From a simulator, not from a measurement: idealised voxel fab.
Documented hereafter: the process module known as voxel self aligned contacts.
Section shown: cut. Width: 215 nm. Cell size: 5 nm, square.
A cross-section is a grid of square cells, given in bands from the top down. A band is one or more rows of cells.
Top height, bottom height, nm. Materials left to right, width each, nm. Single material + "full width" = fills band edge to edge. "empty" = empty.
The level at which height equals 0 is the one under which the wafer, as it arrives, is entirely one material. No lower edge exists for the bottom band, which continues downward and is notated as in "0 down".
When a width is written as two numbers, as in "30->40", the first number is the width in the top row of cells of the band and the second is the width in its bottom row, and the width changes by the same amount from each row to the next.
The designation "left unchanged", where it is given for a processing step, indicates that no cell of the cross-section was altered in the course of that step.
If an empty space has no open way to the top and is at least 8 cells in size, "Tabulated closed voids" lists it, written width x height at distance, where distance is measured from the left edge and every value is in nm.
Post-settings text on a step line: simulator's own remark regarding the step.
overlay nm: on a step with a mask, how far right of its planned place the mask lay; negative means left.

-- The planned process steps are enumerated hereunder
1: RECEIVE, material Si
2: OXIDIZE, depth nm 5
3: DIRECTIONAL_DEP, material polySi, thk nm 25
4: DIRECTIONAL_DEP, material SiN, thk nm 20
5: DIRECTIONAL_DEP, material aC, thk nm 10
6: PATTERN, tone cover, mask id GATE, material resist, width nm 25, pitch nm 50, thk nm 30, overlay nm 0
7: DIRECTIONAL_ETCH, etch materials aC, depth nm 10
8: STRIP, etch materials resist
9: DIRECTIONAL_ETCH, etch materials SiN, depth nm 20
10: DIRECTIONAL_ETCH, etch materials polySi, depth nm 25
11: STRIP, etch materials aC
12: CONFORMAL_DEP, material SiN, thk nm 5
13: DIRECTIONAL_ETCH, etch materials SiN, depth nm 5
14: FILL_DEP, material SiO2, thk nm 10
15: CMP, height nm 50
16: MASKED_ETCH, tone open, mask id CONTACT, width nm 35, etch materials SiO2, depth nm 55, overlay nm 0
17: CONFORMAL_DEP, material TiN, thk nm 5
18: FILL_DEP, material Ru, thk nm 5
19: CMP, height nm 50
20: CONFORMAL_DEP, material SiN, thk nm 5

-- First wafer of two (run as planned)

-- Cross-section of the incoming wafer, state after step 1
> 0 down: Si full width
> Tabulated closed voids: none

-- Step 2 complete: cross-section through the wafer
> 0 to -5: SiO2 full width
> Note: structure below -5 unchanged.

-- Step 3 complete: cross-section through the wafer
> 25 to 0: polySi full width
> Note: structure below 0 unchanged.

-- Step 4 complete: cross-section through the wafer
> 45 to 25: SiN full width
> Note: structure below 25 unchanged.

-- Step 5 complete: cross-section through the wafer
> 55 to 45: aC full width
> Note: structure below 45 unchanged.

-- Step 6 complete: cross-section through the wafer
> 85 to 55: empty (70), then resist (25), then empty (25), then resist (25), then empty (70)
> Note: structure below 55 unchanged.

-- Step 7 complete: cross-section through the wafer
> 75 to 55: empty (70), then resist (25), then empty (25), then resist (25), then empty (70)
> 55 to 45: empty (70), then aC (25), then empty (25), then aC (25), then empty (70)
> Note: structure below 45 unchanged.

-- Step 8 complete: cross-section through the wafer
> 55 to 45: empty (70), then aC (25), then empty (25), then aC (25), then empty (70)
> Note: structure below 45 unchanged.

-- Step 9 complete: cross-section through the wafer
> 55 to 45: empty (70), then aC (25), then empty (25), then aC (25), then empty (70)
> 45 to 25: empty (70), then SiN (25), then empty (25), then SiN (25), then empty (70)
> Note: structure below 25 unchanged.

-- Step 10 complete: cross-section through the wafer
> 55 to 45: empty (70), then aC (25), then empty (25), then aC (25), then empty (70)
> 45 to 25: empty (70), then SiN (25), then empty (25), then SiN (25), then empty (70)
> 25 to 0: empty (70), then polySi (25), then empty (25), then polySi (25), then empty (70)
> Note: structure below 0 unchanged.

-- Step 11 complete: cross-section through the wafer
> 45 to 25: empty (70), then SiN (25), then empty (25), then SiN (25), then empty (70)
> Note: structure below 25 unchanged.

-- Step 12 complete: cross-section through the wafer
> 50 to 25: empty (65), then SiN (35), then empty (15), then SiN (35), then empty (65)
> 25 to 5: empty (65), then SiN (5), then polySi (25), then SiN (5), then empty (15), then SiN (5), then polySi (25), then SiN (5), then empty (65)
> 5 to 0: SiN (70), then polySi (25), then SiN (25), then polySi (25), then SiN (70)
> Note: structure below 0 unchanged.

-- Step 13 complete: cross-section through the wafer
> 45 to 25: empty (65), then SiN (35), then empty (15), then SiN (35), then empty (65)
> 25 to 0: empty (65), then SiN (5), then polySi (25), then SiN (5), then empty (15), then SiN (5), then polySi (25), then SiN (5), then empty (65)
> Note: structure below 0 unchanged.

-- Step 14 complete: cross-section through the wafer
> 55 to 45: SiO2 full width
> 45 to 25: SiO2 (65), then SiN (35), then SiO2 (15), then SiN (35), then SiO2 (65)
> 25 to 0: SiO2 (65), then SiN (5), then polySi (25), then SiN (5), then SiO2 (15), then SiN (5), then polySi (25), then SiN (5), then SiO2 (65)
> Note: structure below 0 unchanged.

-- Step 15 complete: cross-section through the wafer
> 50 to 45: SiO2 full width
> Note: structure below 45 unchanged.

-- Step 16 complete: cross-section through the wafer
> 50 to 45: SiO2 (90), then empty (35), then SiO2 (90)
> 45 to 25: SiO2 (65), then SiN (35), then empty (15), then SiN (35), then SiO2 (65)
> 25 to 0: SiO2 (65), then SiN (5), then polySi (25), then SiN (5), then empty (15), then SiN (5), then polySi (25), then SiN (5), then SiO2 (65)
> 0 to -5: SiO2 (100), then empty (15), then SiO2 (100)
> Note: structure below -5 unchanged.

-- Step 17 complete: cross-section through the wafer
> 55 to 50: TiN (95), then empty (25), then TiN (95)
> 50 to 45: SiO2 (90), then TiN (15), then empty (5), then TiN (15), then SiO2 (90)
> 45 to 25: SiO2 (65), then SiN (35), then TiN (5), then empty (5), then TiN (5), then SiN (35), then SiO2 (65)
> 25 to 0: SiO2 (65), then SiN (5), then polySi (25), then SiN (5), then TiN (5), then empty (5), then TiN (5), then SiN (5), then polySi (25), then SiN (5), then SiO2 (65)
> 0 to -5: SiO2 (100), then TiN (15), then SiO2 (100)
> Note: structure below -5 unchanged.

-- Step 18 complete: cross-section through the wafer
> 60 to 55: Ru full width
> 55 to 50: TiN (95), then Ru (25), then TiN (95)
> 50 to 45: SiO2 (90), then TiN (15), then Ru (5), then TiN (15), then SiO2 (90)
> 45 to 25: SiO2 (65), then SiN (35), then TiN (5), then Ru (5), then TiN (5), then SiN (35), then SiO2 (65)
> 25 to 0: SiO2 (65), then SiN (5), then polySi (25), then SiN (5), then TiN (5), then Ru (5), then TiN (5), then SiN (5), then polySi (25), then SiN (5), then SiO2 (65)
> Note: structure below 0 unchanged.

-- Step 19 complete: cross-section through the wafer
> 50 to 45: SiO2 (90), then TiN (15), then Ru (5), then TiN (15), then SiO2 (90)
> Note: structure below 45 unchanged.

-- Step 20 complete: cross-section through the wafer
> 55 to 50: SiN full width
> Note: structure below 50 unchanged.

-- The second wafer: identical to the first at the outset and in its planned sequence, differing only in that one mistake was made during processing; up to and including step 11, its path is the first wafer's path

-- Cross-sectional view of the second wafer at the intended end time of process step 12
> 50 to 45: empty (65), then polySi (35), then empty (15), then polySi (35), then empty (65)
> 45 to 25: empty (65), then polySi (5), then SiN (25), then polySi (5), then empty (15), then polySi (5), then SiN (25), then polySi (5), then empty (65)
> 25 to 5: empty (65), then polySi (35), then empty (15), then polySi (35), then empty (65)
> 5 to 0: polySi full width
> Note: structure below 0 unchanged.

Cross-sectional view of the second wafer at the intended end time of process step 13: left unchanged

-- Cross-sectional view of the second wafer at the intended end time of process step 14
> 60 to 50: SiO2 full width
> 50 to 45: SiO2 (65), then polySi (35), then SiO2 (15), then polySi (35), then SiO2 (65)
> 45 to 25: SiO2 (65), then polySi (5), then SiN (25), then polySi (5), then SiO2 (15), then polySi (5), then SiN (25), then polySi (5), then SiO2 (65)
> 25 to 5: SiO2 (65), then polySi (35), then SiO2 (15), then polySi (35), then SiO2 (65)
> Note: structure below 5 unchanged.

-- Cross-sectional view of the second wafer at the intended end time of process step 15
> 50 to 45: SiO2 (65), then polySi (35), then SiO2 (15), then polySi (35), then SiO2 (65)
> Note: structure below 45 unchanged.

-- Cross-sectional view of the second wafer at the intended end time of process step 16
> 50 to 45: SiO2 (65), then polySi (35), then empty (15), then polySi (35), then SiO2 (65)
> 45 to 25: SiO2 (65), then polySi (5), then SiN (25), then polySi (5), then empty (15), then polySi (5), then SiN (25), then polySi (5), then SiO2 (65)
> 25 to 5: SiO2 (65), then polySi (35), then empty (15), then polySi (35), then SiO2 (65)
> Note: structure below 5 unchanged.

-- Cross-sectional view of the second wafer at the intended end time of process step 17
> 55 to 50: TiN (105), then empty (5), then TiN (105)
> 50 to 45: SiO2 (65), then polySi (35), then TiN (5), then empty (5), then TiN (5), then polySi (35), then SiO2 (65)
> 45 to 25: SiO2 (65), then polySi (5), then SiN (25), then polySi (5), then TiN (5), then empty (5), then TiN (5), then polySi (5), then SiN (25), then polySi (5), then SiO2 (65)
> 25 to 10: SiO2 (65), then polySi (35), then TiN (5), then empty (5), then TiN (5), then polySi (35), then SiO2 (65)
> 10 to 5: SiO2 (65), then polySi (35), then TiN (15), then polySi (35), then SiO2 (65)
> Note: structure below 5 unchanged.

-- Cross-sectional view of the second wafer at the intended end time of process step 18
> 60 to 55: Ru full width
> 55 to 50: TiN (105), then Ru (5), then TiN (105)
> 50 to 45: SiO2 (65), then polySi (35), then TiN (5), then Ru (5), then TiN (5), then polySi (35), then SiO2 (65)
> 45 to 25: SiO2 (65), then polySi (5), then SiN (25), then polySi (5), then TiN (5), then Ru (5), then TiN (5), then polySi (5), then SiN (25), then polySi (5), then SiO2 (65)
> 25 to 10: SiO2 (65), then polySi (35), then TiN (5), then Ru (5), then TiN (5), then polySi (35), then SiO2 (65)
> Note: structure below 10 unchanged.

-- Cross-sectional view of the second wafer at the intended end time of process step 19
> 50 to 45: SiO2 (65), then polySi (35), then TiN (5), then Ru (5), then TiN (5), then polySi (35), then SiO2 (65)
> Note: structure below 45 unchanged.

-- Cross-sectional view of the second wafer at the intended end time of process step 20
> 55 to 50: SiN full width
> Note: structure below 50 unchanged.
Deviation noted in wafer processing: step 12 did not happen as planned, as run it was CONFORMAL_DEP, material polySi, thk nm 5
The closing comparison, in cells, has the second wafer with more or fewer of some materials than the first: Ru: 2 fewer, SiN: 36 fewer, SiO2: 33 fewer, TiN: 8 fewer, polySi: 79 more
